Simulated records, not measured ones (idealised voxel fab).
Process module name: voxel released beams
cross-section cut | 280 nm wide | cells 5 nm
Heads up, the way a cross-section reads in here is a grid of square cells, handed over as bands from the top down, with every band being one or more rows of cells. Quick guide to a band line: top height, bottom height (nm) up front; then every material left to right with its width in nm. Only one material and it's marked "edge to edge"? Then it fills the band edge to edge. And "air" just means empty space. Counting heights begins at 0, where everything beneath is, in the wafer as received, one material. The lowest band has no bottom; it goes on downwards, as "0 nm and below" shows. Think of "30..40" as a width that walks from the first number to the second as you go down the band, top row to bottom row, taking equal-sized steps from row to row. A step reported as "changes: none" is a step in which no cell of the cross-section changed. You'll see "Enclosed void listing" listing empty spaces that have no way open to the top, as long as they're 8 cells or more; the notation is width x height at distance, where the distance is from the left edge, and all of it is in nm. On a step's line, text after the settings is the simulator commenting on that step. When a step includes a mask, the "overlay nm" setting on its line states how far to the right of its planned place that mask lay, and negative values state how far to the left.

Listed below are the process steps as planned:
step 1: RECEIVE,material Si
step 2: CONFORMAL_DEP,material SiN,thk nm 5
step 3: DIRECTIONAL_DEP,material SiO2,thk nm 20
step 4: PATTERN,tone open,mask id ANCHOR,material resist,width nm 30,thk nm 15,overlay nm 0
step 5: DIRECTIONAL_ETCH,etch materials SiO2,depth nm 20
step 6: STRIP,etch materials resist
step 7: CONFORMAL_DEP,material TiN,thk nm 10
step 8: DIRECTIONAL_DEP,material aC,thk nm 10
step 9: PATTERN,tone cover,mask id BEAM,material resist,width nm 105,thk nm 30,overlay nm 0
step 10: DIRECTIONAL_ETCH,etch materials aC,depth nm 10
step 11: STRIP,etch materials resist
step 12: DIRECTIONAL_ETCH,etch materials TiN,depth nm 10
step 13: STRIP,etch materials aC
step 14: STRIP,etch materials SiO2

Cross-section of the wafer as it came to us, i.e., already through step 1:
	0 nm and below | Si edge to edge
	Enclosed void listing: none

The following cross-section depicts the wafer upon conclusion of the module. Processing commenced from the starting condition illustrated above and adhered to the plan illustrated above, save for one mistake in execution:
	35 nm to 25 nm | 85 nm air  105 nm TiN  90 nm air
	25 nm to 20 nm | SiN edge to edge
	20 nm to 0 nm | SiO2 edge to edge
	0 nm and below | Si edge to edge
	Enclosed void listing: none
Plan not followed: steps 2 and 3: order swapped relative to plan
